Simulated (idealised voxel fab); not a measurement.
This section sets out a process module, namely voxel wiring stack.
For reference, the cross-section in this document is cut, with width 160 nm and square cells of 5 nm.
For the purposes of this document, a cross-section shall be understood as a grid of square cells, specified as bands listed in top-to-bottom order, each band consisting of one or more rows of cells. Basically the band line says how high the top is and how high the bottom is, in nm, and then what's in it from left to right, every material with its width in nm. Empty space shows up as "empty", and if a single material carries "throughout" it runs the full band edge to edge. Heights from 0 (as-received wafer is one material below). Bottom band endless downward, as "z 0 and below". A width such as "30 to 40" changes by the same amount from each row of cells to the next, from the band's top row to its bottom row. "changes: none" after a step means that no cell of the cross-section changed. "Enclosed internal voids" enumerates empty spaces isolated from the top, with no open way to it, that contain at least 8 cells, giving each as width x height at distance from the left edge, all three in nm. Heads up: the bit after the settings on a step's line is the simulator's remark on that step. "overlay nm", when on a step's line for a step with a mask, measures how far to the right of its planned place the mask lay; a negative measure means to the left.

Steps planned for the process
- 1: RECEIVE: material Si
- 2: CONFORMAL_DEP: material SiO2, thk nm 10
- 3: CONFORMAL_DEP: material SiN, thk nm 5
- 4: DIRECTIONAL_DEP: material SiO2, thk nm 20
- 5: DIRECTIONAL_DEP: material aC, thk nm 15
- 6: PATTERN: tone open, mask id METAL_1, material resist, width nm 25, pitch nm 45, thk nm 30, overlay nm 0
- 7: DIRECTIONAL_ETCH: etch materials aC, depth nm 15
- 8: STRIP: etch materials resist
- 9: DIRECTIONAL_ETCH: etch materials SiO2, depth nm 20
- 10: DIRECTIONAL_ETCH: etch materials SiN, depth nm 5
- 11: STRIP: etch materials aC
- 12: CONFORMAL_DEP: material TiN, thk nm 5
- 13: FILL_DEP: material Ru, thk nm 5
- 14: CMP: height nm 35
- 15: CONFORMAL_DEP: material SiCN, thk nm 5
- 16: DIRECTIONAL_DEP: material lowk, thk nm 20
- 17: DIRECTIONAL_DEP: material aC, thk nm 10
- 18: PATTERN: tone open, mask id PLUG_1, material resist, width nm 15, thk nm 30, overlay nm 0
- 19: DIRECTIONAL_ETCH: etch materials aC, depth nm 10
- 20: STRIP: etch materials resist
- 21: DIRECTIONAL_ETCH: etch materials lowk, depth nm 20
- 22: DIRECTIONAL_ETCH: etch materials SiCN, depth nm 5
- 23: STRIP: etch materials aC
- 24: EPI: material Ru, thk nm 10
- 25: EPI: material Ru, thk nm 10
- 26: EPI: material Ru, thk nm 5
- 27: DIRECTIONAL_DEP: material TiN, thk nm 5
- 28: DIRECTIONAL_DEP: material Ru, thk nm 20
- 29: MASKED_ETCH: tone cover, mask id METAL_2, width nm 25, pitch nm 45, etch materials Ru, depth nm 20, overlay nm 0
- 30: MASKED_ETCH: tone cover, mask id METAL_2, width nm 25, pitch nm 45, etch materials TiN, depth nm 5, overlay nm 0
- 31: FILL_DEP: material SiO2, thk nm 10
- 32: CMP: height nm 85
- 33: CONFORMAL_DEP: material SiCN, thk nm 5
- 34: DIRECTIONAL_DEP: material lowk, thk nm 35
- 35: DIRECTIONAL_DEP: material aC, thk nm 15
- 36: PATTERN: tone open, mask id METAL_3_HOLES, material resist, width nm 15, thk nm 35, overlay nm 0
- 37: DIRECTIONAL_ETCH: etch materials aC, depth nm 15
- 38: STRIP: etch materials resist
- 39: DIRECTIONAL_ETCH: etch materials lowk, depth nm 35
- 40: STRIP: etch materials aC
- 41: PATTERN: tone open, mask id METAL_3, material resist, width nm 25, pitch nm 45, thk nm 20, overlay nm 0
- 42: DIRECTIONAL_ETCH: etch materials lowk, depth nm 20
- 43: DIRECTIONAL_ETCH: etch materials SiCN, depth nm 5
- 44: STRIP: etch materials resist
- 45: CONFORMAL_DEP: material TiN, thk nm 5
- 46: FILL_DEP: material Cu, thk nm 10
- 47: CMP: height nm 125
- 48: CONFORMAL_DEP: material SiCN, thk nm 5

Cross-section: wafer on arrival = after step 1
	z 0 and below = Si throughout
	Enclosed internal voids: none

The plan above was carried out on the starting structure above with one mistake, and this cross-section shows the wafer at the end of the module
	z 130 to 125 = SiCN throughout
	z 125 to 110 = 45 nm lowk, then 5 nm TiN, then 15 nm Cu, then 5 nm TiN, then 20 nm lowk, then 5 nm TiN, then 15 nm Cu, then 5 nm TiN, then 45 nm lowk
	z 110 to 105 = 45 nm lowk, then 5 nm TiN, then 5 nm Cu, then 15 nm TiN, then 20 nm lowk, then 25 nm TiN, then 45 nm lowk
	z 105 to 90 = 45 nm lowk, then 5 nm TiN, then 5 nm Cu, then 5 nm TiN, then 100 nm lowk
	z 90 to 85 = 45 nm SiCN, then 15 nm TiN, then 100 nm SiCN
	z 85 to 75 = 45 nm SiO2, then 25 nm Ru, then 20 nm SiO2, then 25 nm Ru, then 45 nm SiO2
	z 75 to 70 = 45 nm SiO2, then 25 nm TiN, then 20 nm SiO2, then 25 nm Ru, then 45 nm SiO2
	z 70 to 65 = 35 nm SiO2, then 35 nm Ru, then 20 nm SiO2, then 25 nm Ru, then 45 nm SiO2
	z 65 to 60 = 35 nm SiO2, then 35 nm Ru, then 20 nm SiO2, then 25 nm TiN, then 45 nm SiO2
	z 60 to 40 = 45 nm lowk, then 15 nm Ru, then 100 nm lowk
	z 40 to 35 = 45 nm SiCN, then 15 nm Ru, then 100 nm SiCN
	z 35 to 15 = 45 nm SiO2, then 5 nm TiN, then 15 nm Ru, then 5 nm TiN, then 20 nm SiO2, then 5 nm TiN, then 15 nm Ru, then 5 nm TiN, then 45 nm SiO2
	z 15 to 10 = 45 nm SiN, then 25 nm TiN, then 20 nm SiN, then 25 nm TiN, then 45 nm SiN
	z 10 to 0 = SiO2 throughout
	z 0 and below = Si throughout
	Enclosed internal voids: none
The mistake made against the process plan was this: step run twice: one of 24 and 25 (identical), unknown which
